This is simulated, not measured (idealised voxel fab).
Process module in this document: voxel self aligned contacts
Square cell edge 5 nm, section width 175 nm, ID cut.
Bands, listed from the top down, are how a cross-section gets written in this document; the cross-section itself is a grid of square cells, and a band is one or more rows of them. Each band's line starts with the height of the band's top and of its bottom, in nm. Then come its materials from left to right, each with its width in nm. One material with "edge to edge" fills the band from edge to edge. "air" is empty space. Convention: height 0 is the level below which the wafer, as received, is all one material. The lowest band does not terminate at the bottom but continues downward, represented as "0 -> down". Width: "30->40" (first number = top row, second number = bottom row, same change from row to row of cells). "no modifications" after a step means that no cell of the cross-section changed. Basically, "Sealed void list" tells you about the enclosed voids: empty spaces with no open way to the top, 8 cells or bigger, each written width x height at distance, where distance is from the left edge, all in nm. The remark found on a step's line after its settings is issued by the simulator itself and pertains to that step. The line of a step may include "overlay nm". On a step with a mask, this value is how far to the right of its planned place the mask lay. A negative value means the mask lay to the left.

# Here's what the planned process steps look like
1,RECEIVE: material Si
2,CONFORMAL_DEP: material SiO2, thk nm 5
3,DIRECTIONAL_DEP: material polySi, thk nm 20
4,DIRECTIONAL_DEP: material SiN, thk nm 15
5,MASKED_ETCH: tone cover, mask id GATE, width nm 25, pitch nm 60, etch materials SiN, depth nm 15, overlay nm 0
6,MASKED_ETCH: tone cover, mask id GATE, width nm 25, pitch nm 60, etch materials polySi, depth nm 20, overlay nm 0
7,CONFORMAL_DEP: material SiN, thk nm 5
8,DIRECTIONAL_ETCH: etch materials SiN, depth nm 5
9,FILL_DEP: material SiO2, thk nm 10
10,CMP: height nm 35
11,PATTERN: tone open, mask id CONTACT, material resist, width nm 45, pitch nm 60, thk nm 20, overlay nm 0
12,DIRECTIONAL_ETCH: etch materials SiO2, depth nm 45
13,STRIP: etch materials resist
14,CONFORMAL_DEP: material TiN, thk nm 5
15,FILL_DEP: material Ru, thk nm 5
16,CMP: height nm 45
17,CONFORMAL_DEP: material SiCN, thk nm 5
Variable across wafers: step 10 height nm (plan value is that of the first wafer; starting state common to all).

# The first of several wafers as received, shown in cross-section; this is its state after step 1
  0 -> down = Si edge to edge
  Sealed void list: none

# Cross-section, first of several wafers, end of module, after last step 17
  50 -> 45 = SiCN edge to edge
  45 -> 40 = Ru edge to edge
  40 -> 35 = 50 nm TiN / 15 nm Ru / 45 nm TiN / 15 nm Ru / 50 nm TiN
  35 -> 25 = 10 nm SiO2 / 35 nm SiN / 5 nm TiN / 15 nm Ru / 5 nm TiN / 35 nm SiN / 5 nm TiN / 15 nm Ru / 5 nm TiN / 35 nm SiN / 10 nm SiO2
  25 -> 5 = 10 nm SiO2 / 5 nm SiN / 25 nm polySi / 5 nm SiN / 5 nm TiN / 15 nm Ru / 5 nm TiN / 5 nm SiN / 25 nm polySi / 5 nm SiN / 5 nm TiN / 15 nm Ru / 5 nm TiN / 5 nm SiN / 25 nm polySi / 5 nm SiN / 10 nm SiO2
  5 -> 0 = 45 nm SiO2 / 25 nm TiN / 35 nm SiO2 / 25 nm TiN / 45 nm SiO2
  0 -> down = Si edge to edge
  Sealed void list: none

# The final wafer, sectioned at module end
  50 -> 45 = SiCN edge to edge
  45 -> 40 = 35 nm SiO2 / 15 nm TiN / 15 nm Ru / 15 nm TiN / 15 nm SiO2 / 15 nm TiN / 15 nm Ru / 15 nm TiN / 35 nm SiO2
  40 -> 25 = 10 nm SiO2 / 35 nm SiN / 5 nm TiN / 15 nm Ru / 5 nm TiN / 35 nm SiN / 5 nm TiN / 15 nm Ru / 5 nm TiN / 35 nm SiN / 10 nm SiO2
  25 -> 10 = 10 nm SiO2 / 5 nm SiN / 25 nm polySi / 5 nm SiN / 5 nm TiN / 15 nm Ru / 5 nm TiN / 5 nm SiN / 25 nm polySi / 5 nm SiN / 5 nm TiN / 15 nm Ru / 5 nm TiN / 5 nm SiN / 25 nm polySi / 5 nm SiN / 10 nm SiO2
  10 -> 5 = 10 nm SiO2 / 5 nm SiN / 25 nm polySi / 5 nm SiN / 25 nm TiN / 5 nm SiN / 25 nm polySi / 5 nm SiN / 25 nm TiN / 5 nm SiN / 25 nm polySi / 5 nm SiN / 10 nm SiO2
  5 -> 0 = SiO2 edge to edge
  0 -> down = Si edge to edge
  Sealed void list: none

# Below: a row per wafer. Contents at end of module: for every material, cells gained since receipt (+) or lost since receipt (-); then closed voids
height nm 35 | +77 Ru | +35 SiCN | +66 SiN | +49 SiO2 | +63 TiN | +60 polySi | Sealed void list: none
height nm 40 | +48 Ru | +35 SiCN | +87 SiN | +53 SiO2 | +67 TiN | +60 polySi | Sealed void list: none
height nm 45 | +48 Ru | +35 SiCN | +87 SiN | +70 SiO2 | +50 TiN | +60 polySi | Sealed void list: none
height nm 50 | +42 Ru | +35 SiCN | +87 SiN | +80 SiO2 | +46 TiN | +60 polySi | Sealed void list: none
